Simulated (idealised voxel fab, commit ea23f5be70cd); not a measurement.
process module | voxel released beams
cross-section cut | 175 nm wide | cells 5 nm
A cross-section is a grid of square cells, given in bands from the top down. A band is one or more rows of cells.
Each band's line starts with the height of the band's top and of its bottom, in nm. Then come its materials from left to right, each with its width in nm. One material with "throughout" fills the band from edge to edge. "air" is empty space.
Height 0 is the level under which the wafer as received is all one material. The lowest band goes on downwards, as in "0 down".
A width such as "30 to 40" changes by the same amount from each row of cells to the next, from the band's top row to its bottom row.
"no change" after a step means that no cell of the cross-section changed.
closed voids: empty space of 8 cells or more with no open way to the top, each as width x height at its distance from the left edge, in nm
after a step's settings: what the simulator itself notes on the step
overlay nm, on a step with a mask: how far to the right of its planned place the mask lay; to the left if negative
plan
1 op RECEIVE | material Si
2 op CONFORMAL_DEP | material SiN | thk nm 5
3 op DIRECTIONAL_DEP | material SiO2 | thk nm 15
4 op PATTERN | tone open | mask id ANCHOR | material resist | width nm 35 | thk nm 15 | overlay nm 0
5 op DIRECTIONAL_ETCH | etch materials SiO2 | depth nm 15
6 op STRIP | etch materials resist
7 op CONFORMAL_DEP | material W | thk nm 15
8 op DIRECTIONAL_DEP | material aC | thk nm 10
9 op PATTERN | tone cover | mask id BEAM | material resist | width nm 120 | thk nm 25 | overlay nm 0
10 op DIRECTIONAL_ETCH | etch materials aC | depth nm 10
11 op STRIP | etch materials resist
12 op DIRECTIONAL_ETCH | etch materials W | depth nm 15
13 op STRIP | etch materials aC
14 op STRIP | etch materials SiO2
as received, after step 1
  0 down: Si throughout
  closed voids: none
first wafer at the end, as planned
  35 to 20: air 25 | W 20 | air 5 | W 95 | air 30
  20 to 5: air 30 | W 35 | air 110
  5 to 0: SiN throughout
  0 down: Si throughout
  closed voids: none
second wafer at the end: like start, like plan, one mistake
  35 to 20: air 25 | W 120 | air 30
  20 to 15: SiN throughout
  15 to 0: SiO2 throughout
  0 down: Si throughout
  closed voids: none
what went wrong: steps 2 and 3 were swapped
at the end the second wafer has, in cells: 105 more of SiO2 | 18 fewer of W
